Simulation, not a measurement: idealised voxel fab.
The following is a process module called voxel transistor to metal.
The figure presents cross-section cut, which has a width of 175 nm and is divided into square cells with an edge length of 5 nm.
How to read a cross-section here: the picture is a grid of square cells, written as bands going from the top down, and any band can span one or more rows of cells.
The band entry comprises the height of the band's top followed by the height of its bottom, expressed in nm, and subsequently the band's materials from left to right, each stated together with its width in nm. Where a single material is marked with the word "full width", that material fills the band from edge to edge. The word "blank" represents empty space.
Height datum 0, below which the as-received substrate wafer is one material. Lowest band open at the bottom, running downward: "0 down".
It should be noted that a width expressed as "30->40" varies in equal increments from row to row of cells within the band, taking the value of the first number at the top row and that of the second number at the bottom row.
It should be understood that the words "remained unchanged", when stated for a given step, signify that the cross-section underwent no change in any of its cells during that step.
"Closed cavities" lists enclosed empty spaces (at least 8 cells, no open path upward to the top), each as width x height at distance from the left edge, in nm.
after a step's settings: what the simulator itself notes on the step
When a step includes a mask, the "overlay nm" setting on its line states how far to the right of its planned place that mask lay, and negative values state how far to the left.
So here's the lineup of process steps we planned
| 1 | RECEIVE [material Si] |
| 2 | CONFORMAL_DEP [material SiO2] [thk nm 5] |
| 3 | CONFORMAL_DEP [material SiN] [thk nm 15] |
| 4 | PATTERN [tone cover] [mask id ACTIVE] [material resist] [width nm 105] [thk nm 20] [overlay nm 0] |
| 5 | DIRECTIONAL_ETCH [etch materials SiN] [depth nm 15] |
| 6 | DIRECTIONAL_ETCH [etch materials SiO2] [depth nm 5] |
| 7 | DIRECTIONAL_ETCH [etch materials Si] [depth nm 25] |
| 8 | STRIP [etch materials resist] |
| 9 | FILL_DEP [material SiO2] [thk nm 15] |
| 10 | CMP [height nm 20] |
| 11 | SELECTIVE_ETCH [etch materials SiO2] [depth nm 5] |
| 12 | STRIP [etch materials SiN] |
| 13 | SELECTIVE_ETCH [etch materials SiO2] [depth nm 5] |
| 14 | OXIDIZE [depth nm 5] |
| 15 | DIRECTIONAL_DEP [material polySi] [thk nm 20] |
| 16 | DIRECTIONAL_DEP [material SiCN] [thk nm 10] |
| 17 | DIRECTIONAL_DEP [material aC] [thk nm 15] |
| 18 | PATTERN [tone cover] [mask id GATE] [material resist] [width nm 25] [thk nm 30] [overlay nm 0] |
| 19 | DIRECTIONAL_ETCH [etch materials aC] [depth nm 15] |
| 20 | STRIP [etch materials resist] |
| 21 | DIRECTIONAL_ETCH [etch materials SiCN] [depth nm 20] |
| 22 | DIRECTIONAL_ETCH [etch materials polySi] [depth nm 30] |
| 23 | STRIP [etch materials aC] |
| 24 | CONFORMAL_DEP [material SiN] [thk nm 5] |
| 25 | DIRECTIONAL_ETCH [etch materials SiN] [depth nm 5] |
| 26 | DIRECTIONAL_ETCH [etch materials SiO2] [depth nm 5] |
| 27 | EPI [material SiGe] [thk nm 5] |
| 28 | FILL_DEP [material SiO2] [thk nm 5] |
| 29 | CMP [height nm 20] |
| 30 | STRIP [etch materials polySi] |
| 31 | SELECTIVE_ETCH [etch materials SiO2] [depth nm 5] |
| 32 | CONFORMAL_DEP [material HfO2] [thk nm 5] |
| 33 | CONFORMAL_DEP [material TiN] [thk nm 5] |
| 34 | FILL_DEP [material W] [thk nm 5] |
| 35 | CMP [height nm 15] |
| 36 | DIRECTIONAL_DEP [material SiO2] [thk nm 10] |
| 37 | DIRECTIONAL_DEP [material aC] [thk nm 15] |
| 38 | PATTERN [tone open] [mask id CONTACT] [material resist] [width nm 20] [pitch nm 75] [thk nm 30] [overlay nm 0] |
| 39 | DIRECTIONAL_ETCH [etch materials aC] [depth nm 15] |
| 40 | STRIP [etch materials resist] |
| 41 | DIRECTIONAL_ETCH [etch materials SiO2] [depth nm 25] |
| 42 | STRIP [etch materials aC] |
| 43 | CONFORMAL_DEP [material TiN] [thk nm 5] |
| 44 | FILL_DEP [material W] [thk nm 5] |
| 45 | CMP [height nm 25] |
| 46 | CONFORMAL_DEP [material SiCN] [thk nm 5] |
| 47 | DIRECTIONAL_DEP [material lowk] [thk nm 15] |
| 48 | PATTERN [tone open] [mask id METAL_1] [material resist] [width nm 20] [pitch nm 75] [thk nm 15] [overlay nm 0] |
| 49 | DIRECTIONAL_ETCH [etch materials lowk] [depth nm 15] |
| 50 | DIRECTIONAL_ETCH [etch materials SiCN] [depth nm 5] |
| 51 | STRIP [etch materials resist] |
| 52 | CONFORMAL_DEP [material TiN] [thk nm 5] |
| 53 | FILL_DEP [material Ru] [thk nm 10] |
| 54 | CMP [height nm 45] |
| 55 | CONFORMAL_DEP [material SiCN] [thk nm 5] |
| 56 | DIRECTIONAL_DEP [material lowk] [thk nm 25] |
| 57 | DIRECTIONAL_DEP [material aC] [thk nm 10] |
| 58 | PATTERN [tone open] [mask id METAL_2] [material resist] [width nm 20] [pitch nm 75] [thk nm 25] [overlay nm 0] |
| 59 | DIRECTIONAL_ETCH [etch materials aC] [depth nm 10] |
| 60 | STRIP [etch materials resist] |
| 61 | DIRECTIONAL_ETCH [etch materials lowk] [depth nm 15] |
| 62 | STRIP [etch materials aC] |
| 63 | PATTERN [tone open] [mask id METAL_2_HOLES] [material resist] [width nm 15] [pitch nm 75] [thk nm 20] [overlay nm 0] |
| 64 | DIRECTIONAL_ETCH [etch materials lowk] [depth nm 10] |
| 65 | DIRECTIONAL_ETCH [etch materials SiCN] [depth nm 5] |
| 66 | STRIP [etch materials resist] |
| 67 | CONFORMAL_DEP [material TiN] [thk nm 5] |
| 68 | FILL_DEP [material Ru] [thk nm 5] |
| 69 | CMP [height nm 75] |
| 70 | CONFORMAL_DEP [material SiCN] [thk nm 5] |
As received, after step 1
- 0 down: Si full width
- Closed cavities: none
Look at the cross-section after the module: the wafer started out the way shown above and the plan was the one shown above, yet one mistake was made along the way
- 80 to 75: SiCN full width
- 75 to 65: lowk: 35  TiN: 5->10  Ru: 15->10  TiN: 5  lowk: 50  TiN: 5->10  Ru: 15->10  TiN: 5  lowk: 40
- 65 to 50: lowk: 40  TiN: 5  Ru: 10  TiN: 5  lowk: 55  TiN: 5  Ru: 10  TiN: 5  lowk: 40
- 50 to 45: SiCN: 40  TiN: 20  SiCN: 55  TiN: 20  SiCN: 40
- 45 to 30: lowk: 40  TiN: 5  Ru: 10  TiN: 5  lowk: 55  TiN: 5  Ru: 10  TiN: 5  lowk: 40
- 30 to 25: SiCN: 40  TiN: 20  SiCN: 55  TiN: 20  SiCN: 40
- 25 to 15: SiO2: 40  TiN: 5  W: 10  TiN: 5  SiO2: 55  TiN: 5  W: 10  TiN: 5  SiO2: 40
- 15 to 10: SiO2: 40  TiN: 5  W: 10  TiN: 5  SiO2: 10  SiN: 5  HfO2: 5  TiN: 5  W: 5  TiN: 5  HfO2: 5  SiN: 5  SiO2: 10  TiN: 5  W: 10  TiN: 5  SiO2: 40
- 10 to 5: SiO2: 30  SiN: 5  SiO2: 5  TiN: 5  W: 10  TiN: 5  SiO2: 10  SiN: 5  HfO2: 5  TiN: 5  W: 5  TiN: 5  HfO2: 5  SiN: 5  SiO2: 10  TiN: 5  W: 10  TiN: 5  SiO2: 5  SiN: 5  SiO2: 30
- 5 to 0: SiO2: 30  SiN: 5  SiO2: 5  TiN: 20  SiO2: 10  SiN: 5  HfO2: 5  TiN: 15  HfO2: 5  SiN: 5  SiO2: 10  TiN: 20  SiO2: 5  SiN: 5  SiO2: 30
- 0 to -5: SiO2: 35  SiGe: 35  HfO2: 35  SiGe: 35  SiO2: 35
- -5 to -25: SiO2: 35  Si: 105  SiO2: 35
- -25 down: Si full width
- Closed cavities: none
Which mistake was made when the wafer was run? step 63 did not happen as planned, as run it was PATTERN [tone open] [mask id METAL_2_HOLES] [material resist] [width nm 25] [pitch nm 75] [thk nm 20] [overlay nm 0]
